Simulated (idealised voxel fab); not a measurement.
Title: Process Module voxel wiring stack
FYI the section here is cut, 220 nm wide, cells are 5 nm squares.
Bands, listed from the top down, are how a cross-section gets written in this document; the cross-section itself is a grid of square cells, and a band is one or more rows of them.
First you get the band's top height and its bottom height, in nm, and then the materials it's made of, left to right, with each width in nm. If you see a single material with "everywhere", that one covers the band edge to edge. "air" is empty space.
We count height from 0. Below that, the starting wafer is all one material. The lowest band never ends at the bottom but goes on down; see "0 -> down" for how that is written.
The notation "30..40" denotes a width that varies across the rows of cells in the band, beginning at the first number in the top row, finishing at the second number in the bottom row, and changing by an identical amount from each row to the next.
Any step labelled "nothing altered" changed none of the cells in the cross-section.
"Sealed internal voids" lists enclosed empty spaces (at least 8 cells, no open path upward to the top), each as width x height at distance from the left edge, in nm.
Past the settings on a step's line: simulator remark, on that step.
A step line may carry the setting "overlay nm", which, for steps involving a mask, states the distance by which the mask lay to the right of its intended position; negative values denote displacement to the left.

-- Process steps (planned)
1 RECEIVE, material Si
2 CONFORMAL_DEP, material SiO2, thk nm 10
3 CONFORMAL_DEP, material SiN, thk nm 5
4 DIRECTIONAL_DEP, material lowk, thk nm 20
5 MASKED_ETCH, tone open, mask id METAL_1, width nm 30, pitch nm 50, etch materials lowk, depth nm 20, overlay nm 0
6 MASKED_ETCH, tone open, mask id METAL_1, width nm 30, pitch nm 50, etch materials SiN, depth nm 5, overlay nm 0
7 CONFORMAL_DEP, material TiN, thk nm 5
8 FILL_DEP, material Cu, thk nm 10
9 CMP, height nm 35
10 EPI, material Ru, thk nm 5
11 FILL_DEP, material SiCN, thk nm 5
12 DIRECTIONAL_DEP, material lowk, thk nm 20
13 MASKED_ETCH, tone open, mask id PLUG_1, width nm 15, etch materials lowk, depth nm 20, overlay nm 0
14 MASKED_ETCH, tone open, mask id PLUG_1, width nm 15, etch materials SiCN, depth nm 5, overlay nm 0
15 EPI, material Ru, thk nm 10
16 EPI, material Ru, thk nm 10
17 EPI, material Ru, thk nm 5
18 CONFORMAL_DEP, material SiN, thk nm 5
19 DIRECTIONAL_DEP, material lowk, thk nm 25
20 MASKED_ETCH, tone open, mask id METAL_2, width nm 30, pitch nm 50, etch materials lowk, depth nm 25, overlay nm 0
21 MASKED_ETCH, tone open, mask id METAL_2, width nm 30, pitch nm 50, etch materials SiN, depth nm 5, overlay nm 0
22 CONFORMAL_DEP, material TiN, thk nm 5
23 FILL_DEP, material W, thk nm 10
24 CMP, height nm 95
25 CONFORMAL_DEP, material SiCN, thk nm 5
26 DIRECTIONAL_DEP, material SiO2, thk nm 15
27 PATTERN, tone open, mask id PLUG_2, material resist, width nm 15, pitch nm 50, thk nm 20, overlay nm 0
28 DIRECTIONAL_ETCH, etch materials SiO2, depth nm 15
29 DIRECTIONAL_ETCH, etch materials SiCN, depth nm 5
30 STRIP, etch materials resist
31 EPI, material Ru, thk nm 10
32 EPI, material Ru, thk nm 10
33 CONFORMAL_DEP, material SiCN, thk nm 5
34 DIRECTIONAL_DEP, material SiO2, thk nm 15
35 MASKED_ETCH, tone open, mask id METAL_3, width nm 30, pitch nm 50, etch materials SiO2, depth nm 15, overlay nm 0
36 MASKED_ETCH, tone open, mask id METAL_3, width nm 30, pitch nm 50, etch materials SiCN, depth nm 5, overlay nm 0
37 CONFORMAL_DEP, material TiN, thk nm 5
38 FILL_DEP, material W, thk nm 5
39 CMP, height nm 135
40 EPI, material Ru, thk nm 5
41 FILL_DEP, material SiCN, thk nm 5
42 DIRECTIONAL_DEP, material SiO2, thk nm 10
43 MASKED_ETCH, tone open, mask id PLUG_3, width nm 15, pitch nm 50, etch materials SiO2, depth nm 10, overlay nm 0
44 MASKED_ETCH, tone open, mask id PLUG_3, width nm 15, pitch nm 50, etch materials SiCN, depth nm 5, overlay nm 0
45 EPI, material Ru, thk nm 10
46 EPI, material Ru, thk nm 5
47 CONFORMAL_DEP, material SiCN, thk nm 5
48 DIRECTIONAL_DEP, material lowk, thk nm 15
49 MASKED_ETCH, tone open, mask id METAL_4, width nm 30, pitch nm 50, etch materials lowk, depth nm 15, overlay nm 0
50 MASKED_ETCH, tone open, mask id METAL_4, width nm 30, pitch nm 50, etch materials SiCN, depth nm 5, overlay nm 0
51 CONFORMAL_DEP, material TiN, thk nm 5
52 FILL_DEP, material W, thk nm 10
53 CMP, height nm 175
54 CONFORMAL_DEP, material SiCN, thk nm 5

-- Here's what the wafer looked like in cross-section when it arrived - that's after step 1
	0 -> down = Si everywhere
	Sealed internal voids: none

-- Module complete - cross-section of the first of two wafers, run according to plan
	180 -> 175 = SiCN everywhere
	175 -> 160 = 70 lowk, then 5 TiN, then 20 W, then 5 TiN, then 20 lowk, then 5 TiN, then 20 W, then 5 TiN, then 70 lowk
	160 -> 155 = 70 SiCN, then 30 TiN, then 20 SiCN, then 30 TiN, then 70 SiCN
	155 -> 145 = 70 SiO2, then 15 Ru, then 35 SiO2, then 15 Ru, then 85 SiO2
	145 -> 135 = 70..65 SiCN, then 15..40 Ru, then 35..10 SiCN, then 15..40 Ru, then 85..65 SiCN
	135 -> 120 = 70 SiO2, then 5 TiN, then 20 W, then 5 TiN, then 20 SiO2, then 5 TiN, then 20 W, then 5 TiN, then 70 SiO2
	120 -> 115 = 70 SiCN, then 30 TiN, then 20 SiCN, then 30 TiN, then 70 SiCN
	115 -> 100 = 70 SiO2, then 15 Ru, then 35 SiO2, then 15 Ru, then 85 SiO2
	100 -> 95 = 70 SiCN, then 15 Ru, then 35 SiCN, then 15 Ru, then 85 SiCN
	95 -> 70 = 70 lowk, then 5 TiN, then 20 W, then 5 TiN, then 20 lowk, then 5 TiN, then 20 W, then 5 TiN, then 70 lowk
	70 -> 65 = 70 SiN, then 30 TiN, then 20 SiN, then 30 TiN, then 70 SiN
	65 -> 45 = 70 lowk, then 15 Ru, then 135 lowk
	45 -> 40 = 70 SiCN, then 15 Ru, then 135 SiCN
	40 -> 35 = 65 SiCN, then 40 Ru, then 10 SiCN, then 40 Ru, then 65 SiCN
	35 -> 15 = 70 lowk, then 5 TiN, then 20 Cu, then 5 TiN, then 20 lowk, then 5 TiN, then 20 Cu, then 5 TiN, then 70 lowk
	15 -> 10 = 70 SiN, then 30 TiN, then 20 SiN, then 30 TiN, then 70 SiN
	10 -> 0 = SiO2 everywhere
	0 -> down = Si everywhere
	Sealed internal voids: none

-- Module end: cross-section of wafer two of two. Same start and process plan as the first wafer. One mistake during execution
	180 -> 175 = SiCN everywhere
	175 -> 170 = 60 W, then 5 TiN, then 5 lowk, then 5 TiN, then 35 W, then 5 TiN, then 5 lowk, then 5 TiN, then 95 W
	170 -> 165 = 65 TiN, then 5 lowk, then 5 TiN, then 20 W, then 20 TiN, then 5 lowk, then 5 TiN, then 20 W, then 75 TiN
	165 -> 160 = 70 lowk, then 5 TiN, then 20 W, then 5 TiN, then 20 lowk, then 5 TiN, then 20 W, then 5 TiN, then 70 lowk
	160 -> 155 = 65 lowk, then 5 SiCN, then 30 TiN, then 15 lowk, then 5 SiCN, then 30 TiN, then 70 lowk
	155 -> 150 = 65 lowk, then 5 SiCN, then 15 SiO2, then 5 SiCN, then 10 TiN, then 15 lowk, then 5 SiCN, then 15 SiO2, then 5 SiCN, then 10 TiN, then 70 lowk
	150 -> 145 = 70 SiCN, then 15 SiO2, then 5 SiCN, then 10 TiN, then 20 SiCN, then 15 SiO2, then 5 SiCN, then 10 TiN, then 70 SiCN
	145 -> 140 = SiCN everywhere
	140 -> 135 = 65 SiCN, then 40 Ru, then 10 SiCN, then 40 Ru, then 65 SiCN
	135 -> 120 = 70 SiO2, then 5 TiN, then 20 W, then 5 TiN, then 20 SiO2, then 5 TiN, then 20 W, then 5 TiN, then 70 SiO2
	120 -> 115 = 70 SiCN, then 30 TiN, then 20 SiCN, then 30 TiN, then 70 SiCN
	115 -> 100 = 70 SiO2, then 15 Ru, then 35 SiO2, then 15 Ru, then 85 SiO2
	100 -> 95 = 70 SiCN, then 15 Ru, then 35 SiCN, then 15 Ru, then 85 SiCN
	95 -> 70 = 70 lowk, then 5 TiN, then 20 W, then 5 TiN, then 20 lowk, then 5 TiN, then 20 W, then 5 TiN, then 70 lowk
	70 -> 65 = 70 SiN, then 30 TiN, then 20 SiN, then 30 TiN, then 70 SiN
	65 -> 45 = 70 lowk, then 15 Ru, then 135 lowk
	45 -> 40 = 70 SiCN, then 15 Ru, then 135 SiCN
	40 -> 35 = 65 SiCN, then 40 Ru, then 10 SiCN, then 40 Ru, then 65 SiCN
	35 -> 15 = 70 lowk, then 5 TiN, then 20 Cu, then 5 TiN, then 20 lowk, then 5 TiN, then 20 Cu, then 5 TiN, then 70 lowk
	15 -> 10 = 70 SiN, then 30 TiN, then 20 SiN, then 30 TiN, then 70 SiN
	10 -> 0 = SiO2 everywhere
	0 -> down = Si everywhere
	Sealed internal voids: none
It is concluded that the wafer was processed incorrectly with respect to the plan, in that step 43: run off-plan, actual operation and settings MASKED_ETCH, tone cover, mask id PLUG_3, width nm 15, pitch nm 50, etch materials SiO2, depth nm 10, overlay nm 0
End check, counted in cells, second wafer has more or fewer of these materials than the first: Ru -18 | SiCN +14 | SiO2 -64 | TiN +38 | W +30
